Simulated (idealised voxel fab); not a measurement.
Process module in this document: voxel ribs on slabs
The cross-section on display is named cut; it measures 185 nm wide, and its cells are 5 nm squares.
Reading order for cross-sections: top band down to bottom band. Underlying form: a grid of square cells. Band size: one or more rows of cells. What a band's entry tells you: where the top is and where the bottom is, as heights in nm, and after that what lies inside, material by material from left to right, each with its width in nm. Empty space is written as the word "empty", and a single material marked with the word "all across" occupies the band from edge to edge. The level at which height equals 0 is the one under which the wafer, as it arrives, is entirely one material. No lower edge exists for the bottom band, which continues downward and is notated as in "0 down". The width entry "30 to 40" should be interpreted row by row: the top row of cells in the band takes the first number, the bottom row takes the second number, and the change between adjacent rows is uniform throughout. "nothing different" for a step: no cell of the cross-section changed in that step. Reported under the label "Closed internal voids" are the empty spaces having no open way to the top and comprising 8 cells or more; the notation for each is width x height at distance, in which the distance is measured from the left edge and all three values are in nm. after a step's settings: what the simulator itself notes on the step. The "overlay nm" setting may appear on a step's line; for a step that uses a mask, it gives how far to the right of its planned position the mask lay, and a negative value indicates the left. Each pair of cross-sections that follows straddles one process step: the one shows the state before the step, the other the state after it, down to the lowest band that changed and no further. The step in question, and its settings, are given under the pair. Note that a pair is not necessarily a continuation of the pair above it, since pairs can come from different runs of this module on the same starting wafer; it is a continuation only where its entry headed "State on entry" says so.

State on entry
- 0 down  Si all across
- Closed internal voids: none

Post-Process View
- 25 to 0  SiO2 all across
- Heights below 0 show no change.
- Closed internal voids: none
Before/after cross-sections above; step in between: DIRECTIONAL_DEP with material SiO2, thk nm 25

State on entry: the wafer arrives at this step looking as the after cross-section in the pair just above shows it.

Post-Process View
- 40 to 25  SiN all across
- Heights below 25 show no change.
- Closed internal voids: none
Before/after cross-sections above; step in between: DIRECTIONAL_DEP with material SiN, thk nm 15

State on entry: the wafer arrives at this step looking as the after cross-section in the pair just above shows it.

Post-Process View
- 55 to 40  empty 75 nm  resist 30 nm  empty 80 nm
- Heights below 40 show no change.
- Closed internal voids: none
Before/after cross-sections above; step in between: PATTERN with tone cover, mask id RIB, material resist, width nm 30, thk nm 15, overlay nm 0

State on entry: the wafer arrives at this step looking as the after cross-section in the pair just above shows it.

Post-Process View
- 55 to 40  empty 75 nm  resist 30 nm  empty 80 nm
- 40 to 35  empty 75 nm  SiN 30 nm  empty 80 nm
- Heights below 35 show no change.
- Closed internal voids: none
Before/after cross-sections above; step in between: DIRECTIONAL_ETCH with etch materials SiN, depth nm 5

State on entry: the wafer arrives at this step looking as the after cross-section in the pair just above shows it.

Post-Process View
- 40 to 35  empty 75 nm  SiN 30 nm  empty 80 nm
- Heights below 35 show no change.
- Closed internal voids: none
Before/after cross-sections above; step in between: STRIP with etch materials resist

State on entry: the wafer arrives at this step looking as the after cross-section in the pair just above shows it.

Post-Process View
- 50 to 45  empty 75 nm  aC 30 nm  empty 80 nm
- 45 to 40  aC all across
- 40 to 35  aC 75 nm  SiN 30 nm  aC 80 nm
- Heights below 35 show no change.
- Closed internal voids: none
Before/after cross-sections above; step in between: DIRECTIONAL_DEP with material aC, thk nm 10

State on entry: the wafer arrives at this step looking as the after cross-section in the pair just above shows it.

Post-Process View
- 75 to 50  empty 60 nm  resist 60 nm  empty 65 nm
- 50 to 45  empty 60 nm  resist 15 nm  aC 30 nm  resist 15 nm  empty 65 nm
- Heights below 45 show no change.
- Closed internal voids: none
Before/after cross-sections above; step in between: PATTERN with tone cover, mask id SLAB, material resist, width nm 60, thk nm 25, overlay nm 0

State on entry: the wafer arrives at this step looking as the after cross-section in the pair just above shows it.

Post-Process View
- 65 to 50  empty 60 nm  resist 60 nm  empty 65 nm
- 50 to 45  empty 60 nm  resist 15 nm  aC 30 nm  resist 15 nm  empty 65 nm
- 45 to 40  empty 60 nm  aC 60 nm  empty 65 nm
- 40 to 35  empty 60 nm  aC 15 nm  SiN 30 nm  aC 15 nm  empty 65 nm
- Heights below 35 show no change.
- Closed internal voids: none
Before/after cross-sections above; step in between: DIRECTIONAL_ETCH with etch materials aC, depth nm 10

State on entry: the wafer arrives at this step looking as the after cross-section in the pair just above shows it.

Post-Process View
- 50 to 40  empty 75 to 60 nm  aC 30 to 60 nm  empty 80 to 65 nm
- Heights below 40 show no change.
- Closed internal voids: none
Before/after cross-sections above; step in between: STRIP with etch materials resist

State on entry: the wafer arrives at this step looking as the after cross-section in the pair just above shows it.

Post-Process View
- 50 to 40  empty 75 to 60 nm  aC 30 to 60 nm  empty 80 to 65 nm
- 40 to 35  empty 60 nm  aC 15 nm  SiN 30 nm  aC 15 nm  empty 65 nm
- 35 to 25  empty 60 nm  SiN 60 nm  empty 65 nm
- Heights below 25 show no change.
- Closed internal voids: none
Before/after cross-sections above; step in between: DIRECTIONAL_ETCH with etch materials SiN, depth nm 10

State on entry: the wafer arrives at this step looking as the after cross-section in the pair just above shows it.

Post-Process View
- 40 to 35  empty 75 nm  SiN 30 nm  empty 80 nm
- Heights below 35 show no change.
- Closed internal voids: none
Before/after cross-sections above; step in between: STRIP with etch materials aC

State on entry: the wafer arrives at this step looking as the after cross-section in the pair just above shows it.

Post-Process View
- 65 to 40  SiO2 all across
- 40 to 35  SiO2 75 nm  SiN 30 nm  SiO2 80 nm
- 35 to 25  SiO2 60 nm  SiN 60 nm  SiO2 65 nm
- Heights below 25 show no change.
- Closed internal voids: none
Before/after cross-sections above; step in between: FILL_DEP with material SiO2, thk nm 25

State on entry: the wafer arrives at this step looking as the after cross-section in the pair just above shows it.

Post-Process View
- 60 to 40  SiO2 all across
- Heights below 40 show no change.
- Closed internal voids: none
Before/after cross-sections above; step in between: CMP with height nm 60

State on entry: the wafer arrives at this step looking as the after cross-section in the pair just above shows it.

Post-Process View
- 65 to 60  W all across
- Heights below 60 show no change.
- Closed internal voids: none
Before/after cross-sections above; step in between: DIRECTIONAL_DEP with material W, thk nm 5

State on entry: the wafer arrives at this step looking as the after cross-section in the pair just above shows it.

Post-Process View
- 80 to 65  empty 70 nm  resist 40 nm  empty 75 nm
- Heights below 65 show no change.
- Closed internal voids: none
Before/after cross-sections above; step in between: PATTERN with tone cover, mask id HEATER, material resist, width nm 40, thk nm 15, overlay nm 0

State on entry: the wafer arrives at this step looking as the after cross-section in the pair just above shows it.

Post-Process View
- 80 to 65  empty 70 nm  resist 40 nm  empty 75 nm
- 65 to 60  empty 70 nm  W 40 nm  empty 75 nm
- Heights below 60 show no change.
- Closed internal voids: none
Before/after cross-sections above; step in between: DIRECTIONAL_ETCH with etch materials W, depth nm 5

State on entry: the wafer arrives at this step looking as the after cross-section in the pair just above shows it.

Post-Process View
- 65 to 60  empty 70 nm  W 40 nm  empty 75 nm
- Heights below 60 show no change.
- Closed internal voids: none
Before/after cross-sections above; step in between: STRIP with etch materials resist

State on entry: the wafer arrives at this step looking as the after cross-section in the pair just above shows it.

Post-Process View
- 75 to 70  empty 60 nm  SiN 60 nm  empty 65 nm
- 70 to 65  SiN all across
- 65 to 60  SiN 70 nm  W 40 nm  SiN 75 nm
- Heights below 60 show no change.
- Closed internal voids: none
Before/after cross-sections above; step in between: CONFORMAL_DEP with material SiN, thk nm 10

State on entry
- 40 to 25  SiN all across
- 25 to 0  SiO2 all across
- 0 down  Si all across
- Closed internal voids: none

Post-Process View
- 55 to 25  SiN all across
- Heights below 25 show no change.
- Closed internal voids: none
Before/after cross-sections above; step in between: DIRECTIONAL_DEP with material SiN, thk nm 15

State on entry: the wafer arrives at this step looking as the after cross-section in the pair just above shows it.

Post-Process View
- 70 to 55  empty 75 nm  resist 30 nm  empty 80 nm
- Heights below 55 show no change.
- Closed internal voids: none
Before/after cross-sections above; step in between: PATTERN with tone cover, mask id RIB, material resist, width nm 30, thk nm 15, overlay nm 0

State on entry: the wafer arrives at this step looking as the after cross-section in the pair just above shows it.

Post-Process View
- 70 to 55  empty 75 nm  resist 30 nm  empty 80 nm
- 55 to 50  empty 75 nm  SiN 30 nm  empty 80 nm
- Heights below 50 show no change.
- Closed internal voids: none
Before/after cross-sections above; step in between: DIRECTIONAL_ETCH with etch materials SiN, depth nm 5

State on entry: the wafer arrives at this step looking as the after cross-section in the pair just above shows it.

Post-Process View
- 55 to 50  empty 75 nm  SiN 30 nm  empty 80 nm
- Heights below 50 show no change.
- Closed internal voids: none
Before/after cross-sections above; step in between: STRIP with etch materials resist

State on entry: the wafer arrives at this step looking as the after cross-section in the pair just above shows it.

Post-Process View
- 65 to 60  empty 75 nm  aC 30 nm  empty 80 nm
- 60 to 55  aC all across
- 55 to 50  aC 75 nm  SiN 30 nm  aC 80 nm
- Heights below 50 show no change.
- Closed internal voids: none
Before/after cross-sections above; step in between: DIRECTIONAL_DEP with material aC, thk nm 10

State on entry: the wafer arrives at this step looking as the after cross-section in the pair just above shows it.

Post-Process View
- 90 to 65  empty 60 nm  resist 60 nm  empty 65 nm
- 65 to 60  empty 60 nm  resist 15 nm  aC 30 nm  resist 15 nm  empty 65 nm
- Heights below 60 show no change.
- Closed internal voids: none
Before/after cross-sections above; step in between: PATTERN with tone cover, mask id SLAB, material resist, width nm 60, thk nm 25, overlay nm 0

State on entry: the wafer arrives at this step looking as the after cross-section in the pair just above shows it.

Post-Process View
- 80 to 65  empty 60 nm  resist 60 nm  empty 65 nm
- 65 to 60  empty 60 nm  resist 15 nm  aC 30 nm  resist 15 nm  empty 65 nm
- 60 to 55  empty 60 nm  aC 60 nm  empty 65 nm
- 55 to 50  empty 60 nm  aC 15 nm  SiN 30 nm  aC 15 nm  empty 65 nm
- Heights below 50 show no change.
- Closed internal voids: none
Before/after cross-sections above; step in between: DIRECTIONAL_ETCH with etch materials aC, depth nm 10

State on entry: the wafer arrives at this step looking as the after cross-section in the pair just above shows it.

Post-Process View
- 65 to 55  empty 75 to 60 nm  aC 30 to 60 nm  empty 80 to 65 nm
- Heights below 55 show no change.
- Closed internal voids: none
Before/after cross-sections above; step in between: STRIP with etch materials resist

State on entry: the wafer arrives at this step looking as the after cross-section in the pair just above shows it.

Post-Process View
- 65 to 55  empty 75 to 60 nm  aC 30 to 60 nm  empty 80 to 65 nm
- 55 to 50  empty 60 nm  aC 15 nm  SiN 30 nm  aC 15 nm  empty 65 nm
- 50 to 40  empty 60 nm  SiN 60 nm  empty 65 nm
- Heights below 40 show no change.
- Closed internal voids: none
Before/after cross-sections above; step in between: DIRECTIONAL_ETCH with etch materials SiN, depth nm 10

State on entry: the wafer arrives at this step looking as the after cross-section in the pair just above shows it.

Post-Process View
- 55 to 50  empty 75 nm  SiN 30 nm  empty 80 nm
- Heights below 50 show no change.
- Closed internal voids: none
Before/after cross-sections above; step in between: STRIP with etch materials aC

State on entry: the wafer arrives at this step looking as the after cross-section in the pair just above shows it.

Post-Process View
- 80 to 55  SiO2 all across
- 55 to 50  SiO2 75 nm  SiN 30 nm  SiO2 80 nm
- 50 to 40  SiO2 60 nm  SiN 60 nm  SiO2 65 nm
- Heights below 40 show no change.
- Closed internal voids: none
Before/after cross-sections above; step in between: FILL_DEP with material SiO2, thk nm 25

State on entry: the wafer arrives at this step looking as the after cross-section in the pair just above shows it.

Post-Process View
- 60 to 55  SiO2 all across
- Heights below 55 show no change.
- Closed internal voids: none
Before/after cross-sections above; step in between: CMP with height nm 60

State on entry: the wafer arrives at this step looking as the after cross-section in the pair just above shows it.

Post-Process View
- 65 to 60  W all across
- Heights below 60 show no change.
- Closed internal voids: none
Before/after cross-sections above; step in between: DIRECTIONAL_DEP with material W, thk nm 5

State on entry: the wafer arrives at this step looking as the after cross-section in the pair just above shows it.

Post-Process View
- 80 to 65  empty 70 nm  resist 40 nm  empty 75 nm
- Heights below 65 show no change.
- Closed internal voids: none
Before/after cross-sections above; step in between: PATTERN with tone cover, mask id HEATER, material resist, width nm 40, thk nm 15, overlay nm 0

State on entry: the wafer arrives at this step looking as the after cross-section in the pair just above shows it.

Post-Process View
- 80 to 65  empty 70 nm  resist 40 nm  empty 75 nm
- 65 to 60  empty 70 nm  W 40 nm  empty 75 nm
- Heights below 60 show no change.
- Closed internal voids: none
Before/after cross-sections above; step in between: DIRECTIONAL_ETCH with etch materials W, depth nm 5

State on entry: the wafer arrives at this step looking as the after cross-section in the pair just above shows it.

Post-Process View
- 65 to 60  empty 70 nm  W 40 nm  empty 75 nm
- Heights below 60 show no change.
- Closed internal voids: none
Before/after cross-sections above; step in between: STRIP with etch materials resist

State on entry: the wafer arrives at this step looking as the after cross-section in the pair just above shows it.

Post-Process View
- 75 to 70  empty 60 nm  SiN 60 nm  empty 65 nm
- 70 to 65  SiN all across
- 65 to 60  SiN 70 nm  W 40 nm  SiN 75 nm
- Heights below 60 show no change.
- Closed internal voids: none
Before/after cross-sections above; step in between: CONFORMAL_DEP with material SiN, thk nm 10

State on entry
- 0 down  Si all across
- Closed internal voids: none

Post-Process View
- 15 to 0  SiN all across
- Heights below 0 show no change.
- Closed internal voids: none
Before/after cross-sections above; step in between: DIRECTIONAL_DEP with material SiN, thk nm 15

State on entry: the wafer arrives at this step looking as the after cross-section in the pair just above shows it.

Post-Process View
- 40 to 15  SiO2 all across
- Heights below 15 show no change.
- Closed internal voids: none
Before/after cross-sections above; step in between: DIRECTIONAL_DEP with material SiO2, thk nm 25

State on entry: the wafer arrives at this step looking as the after cross-section in the pair just above shows it.

Post-Process View
- 55 to 40  empty 75 nm  resist 30 nm  empty 80 nm
- Heights below 40 show no change.
- Closed internal voids: none
Before/after cross-sections above; step in between: PATTERN with tone cover, mask id RIB, material resist, width nm 30, thk nm 15, overlay nm 0

State on entry: the wafer arrives at this step looking as the after cross-section in the pair just above shows it.

Post-Process View
- 40 to 15  SiO2 all across
- Heights below 15 show no change.
- Closed internal voids: none
Before/after cross-sections above; step in between: STRIP with etch materials resist

State on entry: the wafer arrives at this step looking as the after cross-section in the pair just above shows it.

Post-Process View
- 50 to 40  aC all across
- Heights below 40 show no change.
- Closed internal voids: none
Before/after cross-sections above; step in between: DIRECTIONAL_DEP with material aC, thk nm 10

State on entry: the wafer arrives at this step looking as the after cross-section in the pair just above shows it.

Post-Process View
- 75 to 50  empty 60 nm  resist 60 nm  empty 65 nm
- Heights below 50 show no change.
- Closed internal voids: none
Before/after cross-sections above; step in between: PATTERN with tone cover, mask id SLAB, material resist, width nm 60, thk nm 25, overlay nm 0

State on entry: the wafer arrives at this step looking as the after cross-section in the pair just above shows it.

Post-Process View
- 65 to 50  empty 60 nm  resist 60 nm  empty 65 nm
- 50 to 40  empty 60 nm  aC 60 nm  empty 65 nm
- Heights below 40 show no change.
- Closed internal voids: none
Before/after cross-sections above; step in between: DIRECTIONAL_ETCH with etch materials aC, depth nm 10

State on entry: the wafer arrives at this step looking as the after cross-section in the pair just above shows it.

Post-Process View
- 50 to 40  empty 60 nm  aC 60 nm  empty 65 nm
- Heights below 40 show no change.
- Closed internal voids: none
Before/after cross-sections above; step in between: STRIP with etch materials resist

State on entry: the wafer arrives at this step looking as the after cross-section in the pair just above shows it.

Post-Process View
- 40 to 15  SiO2 all across
- Heights below 15 show no change.
- Closed internal voids: none
Before/after cross-sections above; step in between: STRIP with etch materials aC

State on entry: the wafer arrives at this step looking as the after cross-section in the pair just above shows it.

Post-Process View
- 65 to 15  SiO2 all across
- Heights below 15 show no change.
- Closed internal voids: none
Before/after cross-sections above; step in between: FILL_DEP with material SiO2, thk nm 25

State on entry: the wafer arrives at this step looking as the after cross-section in the pair just above shows it.

Post-Process View
- 60 to 15  SiO2 all across
- Heights below 15 show no change.
- Closed internal voids: none
Before/after cross-sections above; step in between: CMP with height nm 60

State on entry: the wafer arrives at this step looking as the after cross-section in the pair just above shows it.

Post-Process View
- 65 to 60  W all across
- Heights below 60 show no change.
- Closed internal voids: none
Before/after cross-sections above; step in between: DIRECTIONAL_DEP with material W, thk nm 5

State on entry: the wafer arrives at this step looking as the after cross-section in the pair just above shows it.

Post-Process View
- 80 to 65  empty 70 nm  resist 40 nm  empty 75 nm
- Heights below 65 show no change.
- Closed internal voids: none
Before/after cross-sections above; step in between: PATTERN with tone cover, mask id HEATER, material resist, width nm 40, thk nm 15, overlay nm 0

State on entry: the wafer arrives at this step looking as the after cross-section in the pair just above shows it.

Post-Process View
- 80 to 65  empty 70 nm  resist 40 nm  empty 75 nm
- 65 to 60  empty 70 nm  W 40 nm  empty 75 nm
- Heights below 60 show no change.
- Closed internal voids: none
Before/after cross-sections above; step in between: DIRECTIONAL_ETCH with etch materials W, depth nm 5

State on entry: the wafer arrives at this step looking as the after cross-section in the pair just above shows it.

Post-Process View
- 65 to 60  empty 70 nm  W 40 nm  empty 75 nm
- Heights below 60 show no change.
- Closed internal voids: none
Before/after cross-sections above; step in between: STRIP with etch materials resist

State on entry: the wafer arrives at this step looking as the after cross-section in the pair just above shows it.

Post-Process View
- 75 to 70  empty 60 nm  SiN 60 nm  empty 65 nm
- 70 to 65  SiN all across
- 65 to 60  SiN 70 nm  W 40 nm  SiN 75 nm
- Heights below 60 show no change.
- Closed internal voids: none
Before/after cross-sections above; step in between: CONFORMAL_DEP with material SiN, thk nm 10

State on entry
- 65 to 60  empty 70 nm  W 40 nm  empty 75 nm
- 60 to 40  SiO2 all across
- 40 to 35  SiO2 75 nm  SiN 30 nm  SiO2 80 nm
- 35 to 25  SiO2 60 nm  SiN 60 nm  SiO2 65 nm
- 25 to 0  SiO2 all across
- 0 down  Si all across
- Closed internal voids: none

Post-Process View
- 80 to 75  empty 55 nm  SiN 70 nm  empty 60 nm
- 75 to 65  SiN all across
- 65 to 60  SiN 70 nm  W 40 nm  SiN 75 nm
- Heights below 60 show no change.
- Closed internal voids: none
Before/after cross-sections above; step in between: CONFORMAL_DEP with material SiN, thk nm 15

State on entry
- 50 to 45  empty 75 nm  aC 30 nm  empty 80 nm
- 45 to 40  aC all across
- 40 to 35  aC 75 nm  SiN 30 nm  aC 80 nm
- 35 to 25  SiN all across
- 25 to 0  SiO2 all across
- 0 down  Si all across
- Closed internal voids: none

Post-Process View
- 75 to 50  empty 65 nm  resist 50 nm  empty 70 nm
- 50 to 45  empty 65 nm  resist 10 nm  aC 30 nm  resist 10 nm  empty 70 nm
- Heights below 45 show no change.
- Closed internal voids: none
Before/after cross-sections above; step in between: PATTERN with tone cover, mask id SLAB, material resist, width nm 50, thk nm 25, overlay nm 0

State on entry: the wafer arrives at this step looking as the after cross-section in the pair just above shows it.

Post-Process View
- 65 to 50  empty 65 nm  resist 50 nm  empty 70 nm
- 50 to 45  empty 65 nm  resist 10 nm  aC 30 nm  resist 10 nm  empty 70 nm
- 45 to 40  empty 65 nm  aC 50 nm  empty 70 nm
- 40 to 35  empty 65 nm  aC 10 nm  SiN 30 nm  aC 10 nm  empty 70 nm
- Heights below 35 show no change.
- Closed internal voids: none
Before/after cross-sections above; step in between: DIRECTIONAL_ETCH with etch materials aC, depth nm 10

State on entry: the wafer arrives at this step looking as the after cross-section in the pair just above shows it.

Post-Process View
- 50 to 40  empty 75 to 65 nm  aC 30 to 50 nm  empty 80 to 70 nm
- Heights below 40 show no change.
- Closed internal voids: none
Before/after cross-sections above; step in between: STRIP with etch materials resist

State on entry: the wafer arrives at this step looking as the after cross-section in the pair just above shows it.

Post-Process View
- 50 to 40  empty 75 to 65 nm  aC 30 to 50 nm  empty 80 to 70 nm
- 40 to 35  empty 65 nm  aC 10 nm  SiN 30 nm  aC 10 nm  empty 70 nm
- 35 to 25  empty 65 nm  SiN 50 nm  empty 70 nm
- Heights below 25 show no change.
- Closed internal voids: none
Before/after cross-sections above; step in between: DIRECTIONAL_ETCH with etch materials SiN, depth nm 10

State on entry: the wafer arrives at this step looking as the after cross-section in the pair just above shows it.

Post-Process View
- 40 to 35  empty 75 nm  SiN 30 nm  empty 80 nm
- Heights below 35 show no change.
- Closed internal voids: none
Before/after cross-sections above; step in between: STRIP with etch materials aC

State on entry: the wafer arrives at this step looking as the after cross-section in the pair just above shows it.

Post-Process View
- 65 to 40  SiO2 all across
- 40 to 35  SiO2 75 nm  SiN 30 nm  SiO2 80 nm
- 35 to 25  SiO2 65 nm  SiN 50 nm  SiO2 70 nm
- Heights below 25 show no change.
- Closed internal voids: none
Before/after cross-sections above; step in between: FILL_DEP with material SiO2, thk nm 25

State on entry: the wafer arrives at this step looking as the after cross-section in the pair just above shows it.

Post-Process View
- 60 to 40  SiO2 all across
- Heights below 40 show no change.
- Closed internal voids: none
Before/after cross-sections above; step in between: CMP with height nm 60

State on entry: the wafer arrives at this step looking as the after cross-section in the pair just above shows it.

Post-Process View
- 65 to 60  W all across
- Heights below 60 show no change.
- Closed internal voids: none
Before/after cross-sections above; step in between: DIRECTIONAL_DEP with material W, thk nm 5

State on entry: the wafer arrives at this step looking as the after cross-section in the pair just above shows it.

Post-Process View
- 80 to 65  empty 70 nm  resist 40 nm  empty 75 nm
- Heights below 65 show no change.
- Closed internal voids: none
Before/after cross-sections above; step in between: PATTERN with tone cover, mask id HEATER, material resist, width nm 40, thk nm 15, overlay nm 0

State on entry: the wafer arrives at this step looking as the after cross-section in the pair just above shows it.

Post-Process View
- 80 to 65  empty 70 nm  resist 40 nm  empty 75 nm
- 65 to 60  empty 70 nm  W 40 nm  empty 75 nm
- Heights below 60 show no change.
- Closed internal voids: none
Before/after cross-sections above; step in between: DIRECTIONAL_ETCH with etch materials W, depth nm 5

State on entry: the wafer arrives at this step looking as the after cross-section in the pair just above shows it.

Post-Process View
- 65 to 60  empty 70 nm  W 40 nm  empty 75 nm
- Heights below 60 show no change.
- Closed internal voids: none
Before/after cross-sections above; step in between: STRIP with etch materials resist

State on entry: the wafer arrives at this step looking as the after cross-section in the pair just above shows it.

Post-Process View
- 75 to 70  empty 60 nm  SiN 60 nm  empty 65 nm
- 70 to 65  SiN all across
- 65 to 60  SiN 70 nm  W 40 nm  SiN 75 nm
- Heights below 60 show no change.
- Closed internal voids: none
Before/after cross-sections above; step in between: CONFORMAL_DEP with material SiN, thk nm 10

State on entry
- 40 to 25  SiN all across
- 25 to 0  SiO2 all across
- 0 down  Si all across
- Closed internal voids: none

Post-Process View
- 55 to 40  empty 80 nm  resist 30 nm  empty 75 nm
- Heights below 40 show no change.
- Closed internal voids: none
Before/after cross-sections above; step in between: PATTERN with tone cover, mask id RIB, material resist, width nm 30, thk nm 15, overlay nm 5

State on entry: the wafer arrives at this step looking as the after cross-section in the pair just above shows it.

Post-Process View
- 55 to 40  empty 80 nm  resist 30 nm  empty 75 nm
- 40 to 35  empty 80 nm  SiN 30 nm  empty 75 nm
- Heights below 35 show no change.
- Closed internal voids: none
Before/after cross-sections above; step in between: DIRECTIONAL_ETCH with etch materials SiN, depth nm 5

State on entry: the wafer arrives at this step looking as the after cross-section in the pair just above shows it.

Post-Process View
- 40 to 35  empty 80 nm  SiN 30 nm  empty 75 nm
- Heights below 35 show no change.
- Closed internal voids: none
Before/after cross-sections above; step in between: STRIP with etch materials resist

State on entry: the wafer arrives at this step looking as the after cross-section in the pair just above shows it.

Post-Process View
- 50 to 45  empty 80 nm  aC 30 nm  empty 75 nm
- 45 to 40  aC all across
- 40 to 35  aC 80 nm  SiN 30 nm  aC 75 nm
- Heights below 35 show no change.
- Closed internal voids: none
Before/after cross-sections above; step in between: DIRECTIONAL_DEP with material aC, thk nm 10

State on entry: the wafer arrives at this step looking as the after cross-section in the pair just above shows it.

Post-Process View
- 75 to 50  empty 60 nm  resist 60 nm  empty 65 nm
- 50 to 45  empty 60 nm  resist 20 nm  aC 30 nm  resist 10 nm  empty 65 nm
- Heights below 45 show no change.
- Closed internal voids: none
Before/after cross-sections above; step in between: PATTERN with tone cover, mask id SLAB, material resist, width nm 60, thk nm 25, overlay nm 0

State on entry: the wafer arrives at this step looking as the after cross-section in the pair just above shows it.

Post-Process View
- 65 to 50  empty 60 nm  resist 60 nm  empty 65 nm
- 50 to 45  empty 60 nm  resist 20 nm  aC 30 nm  resist 10 nm  empty 65 nm
- 45 to 40  empty 60 nm  aC 60 nm  empty 65 nm
- 40 to 35  empty 60 nm  aC 20 nm  SiN 30 nm  aC 10 nm  empty 65 nm
- Heights below 35 show no change.
- Closed internal voids: none
Before/after cross-sections above; step in between: DIRECTIONAL_ETCH with etch materials aC, depth nm 10

State on entry: the wafer arrives at this step looking as the after cross-section in the pair just above shows it.

Post-Process View
- 50 to 40  empty 80 to 60 nm  aC 30 to 60 nm  empty 75 to 65 nm
- Heights below 40 show no change.
- Closed internal voids: none
Before/after cross-sections above; step in between: STRIP with etch materials resist

State on entry: the wafer arrives at this step looking as the after cross-section in the pair just above shows it.

Post-Process View
- 50 to 40  empty 80 to 60 nm  aC 30 to 60 nm  empty 75 to 65 nm
- 40 to 35  empty 60 nm  aC 20 nm  SiN 30 nm  aC 10 nm  empty 65 nm
- 35 to 25  empty 60 nm  SiN 60 nm  empty 65 nm
- Heights below 25 show no change.
- Closed internal voids: none
Before/after cross-sections above; step in between: DIRECTIONAL_ETCH with etch materials SiN, depth nm 10

State on entry: the wafer arrives at this step looking as the after cross-section in the pair just above shows it.

Post-Process View
- 40 to 35  empty 80 nm  SiN 30 nm  empty 75 nm
- Heights below 35 show no change.
- Closed internal voids: none
Before/after cross-sections above; step in between: STRIP with etch materials aC

State on entry: the wafer arrives at this step looking as the after cross-section in the pair just above shows it.

Post-Process View
- 65 to 40  SiO2 all across
- 40 to 35  SiO2 80 nm  SiN 30 nm  SiO2 75 nm
- 35 to 25  SiO2 60 nm  SiN 60 nm  SiO2 65 nm
- Heights below 25 show no change.
- Closed internal voids: none
Before/after cross-sections above; step in between: FILL_DEP with material SiO2, thk nm 25

State on entry: the wafer arrives at this step looking as the after cross-section in the pair just above shows it.

Post-Process View
- 60 to 40  SiO2 all across
- Heights below 40 show no change.
- Closed internal voids: none
Before/after cross-sections above; step in between: CMP with height nm 60

State on entry: the wafer arrives at this step looking as the after cross-section in the pair just above shows it.

Post-Process View
- 65 to 60  W all across
- Heights below 60 show no change.
- Closed internal voids: none
Before/after cross-sections above; step in between: DIRECTIONAL_DEP with material W, thk nm 5

State on entry: the wafer arrives at this step looking as the after cross-section in the pair just above shows it.

Post-Process View
- 80 to 65  empty 70 nm  resist 40 nm  empty 75 nm
- Heights below 65 show no change.
- Closed internal voids: none
Before/after cross-sections above; step in between: PATTERN with tone cover, mask id HEATER, material resist, width nm 40, thk nm 15, overlay nm 0

State on entry: the wafer arrives at this step looking as the after cross-section in the pair just above shows it.

Post-Process View
- 80 to 65  empty 70 nm  resist 40 nm  empty 75 nm
- 65 to 60  empty 70 nm  W 40 nm  empty 75 nm
- Heights below 60 show no change.
- Closed internal voids: none
Before/after cross-sections above; step in between: DIRECTIONAL_ETCH with etch materials W, depth nm 5

State on entry: the wafer arrives at this step looking as the after cross-section in the pair just above shows it.

Post-Process View
- 65 to 60  empty 70 nm  W 40 nm  empty 75 nm
- Heights below 60 show no change.
- Closed internal voids: none
Before/after cross-sections above; step in between: STRIP with etch materials resist

State on entry: the wafer arrives at this step looking as the after cross-section in the pair just above shows it.

Post-Process View
- 75 to 70  empty 60 nm  SiN 60 nm  empty 65 nm
- 70 to 65  SiN all across
- 65 to 60  SiN 70 nm  W 40 nm  SiN 75 nm
- Heights below 60 show no change.
- Closed internal voids: none
Before/after cross-sections above; step in between: CONFORMAL_DEP with material SiN, thk nm 10

State on entry
- 0 down  Si all across
- Closed internal voids: none

Post-Process View
- 25 to 0  W all across
- Heights below 0 show no change.
- Closed internal voids: none
Before/after cross-sections above; step in between: DIRECTIONAL_DEP with material W, thk nm 25

State on entry: the wafer arrives at this step looking as the after cross-section in the pair just above shows it.

Post-Process View
- 40 to 25  SiN all across
- Heights below 25 show no change.
- Closed internal voids: none
Before/after cross-sections above; step in between: DIRECTIONAL_DEP with material SiN, thk nm 15

State on entry: the wafer arrives at this step looking as the after cross-section in the pair just above shows it.

Post-Process View
- 55 to 40  empty 75 nm  resist 30 nm  empty 80 nm
- Heights below 40 show no change.
- Closed internal voids: none
Before/after cross-sections above; step in between: PATTERN with tone cover, mask id RIB, material resist, width nm 30, thk nm 15, overlay nm 0

State on entry: the wafer arrives at this step looking as the after cross-section in the pair just above shows it.

Post-Process View
- 55 to 40  empty 75 nm  resist 30 nm  empty 80 nm
- 40 to 35  empty 75 nm  SiN 30 nm  empty 80 nm
- Heights below 35 show no change.
- Closed internal voids: none
Before/after cross-sections above; step in between: DIRECTIONAL_ETCH with etch materials SiN, depth nm 5

State on entry: the wafer arrives at this step looking as the after cross-section in the pair just above shows it.

Post-Process View
- 40 to 35  empty 75 nm  SiN 30 nm  empty 80 nm
- Heights below 35 show no change.
- Closed internal voids: none
Before/after cross-sections above; step in between: STRIP with etch materials resist

State on entry: the wafer arrives at this step looking as the after cross-section in the pair just above shows it.

Post-Process View
- 50 to 45  empty 75 nm  aC 30 nm  empty 80 nm
- 45 to 40  aC all across
- 40 to 35  aC 75 nm  SiN 30 nm  aC 80 nm
- Heights below 35 show no change.
- Closed internal voids: none
Before/after cross-sections above; step in between: DIRECTIONAL_DEP with material aC, thk nm 10

State on entry: the wafer arrives at this step looking as the after cross-section in the pair just above shows it.

Post-Process View
- 75 to 50  empty 60 nm  resist 60 nm  empty 65 nm
- 50 to 45  empty 60 nm  resist 15 nm  aC 30 nm  resist 15 nm  empty 65 nm
- Heights below 45 show no change.
- Closed internal voids: none
Before/after cross-sections above; step in between: PATTERN with tone cover, mask id SLAB, material resist, width nm 60, thk nm 25, overlay nm 0

State on entry: the wafer arrives at this step looking as the after cross-section in the pair just above shows it.

Post-Process View
- 65 to 50  empty 60 nm  resist 60 nm  empty 65 nm
- 50 to 45  empty 60 nm  resist 15 nm  aC 30 nm  resist 15 nm  empty 65 nm
- 45 to 40  empty 60 nm  aC 60 nm  empty 65 nm
- 40 to 35  empty 60 nm  aC 15 nm  SiN 30 nm  aC 15 nm  empty 65 nm
- Heights below 35 show no change.
- Closed internal voids: none
Before/after cross-sections above; step in between: DIRECTIONAL_ETCH with etch materials aC, depth nm 10

State on entry: the wafer arrives at this step looking as the after cross-section in the pair just above shows it.

Post-Process View
- 50 to 40  empty 75 to 60 nm  aC 30 to 60 nm  empty 80 to 65 nm
- Heights below 40 show no change.
- Closed internal voids: none
Before/after cross-sections above; step in between: STRIP with etch materials resist
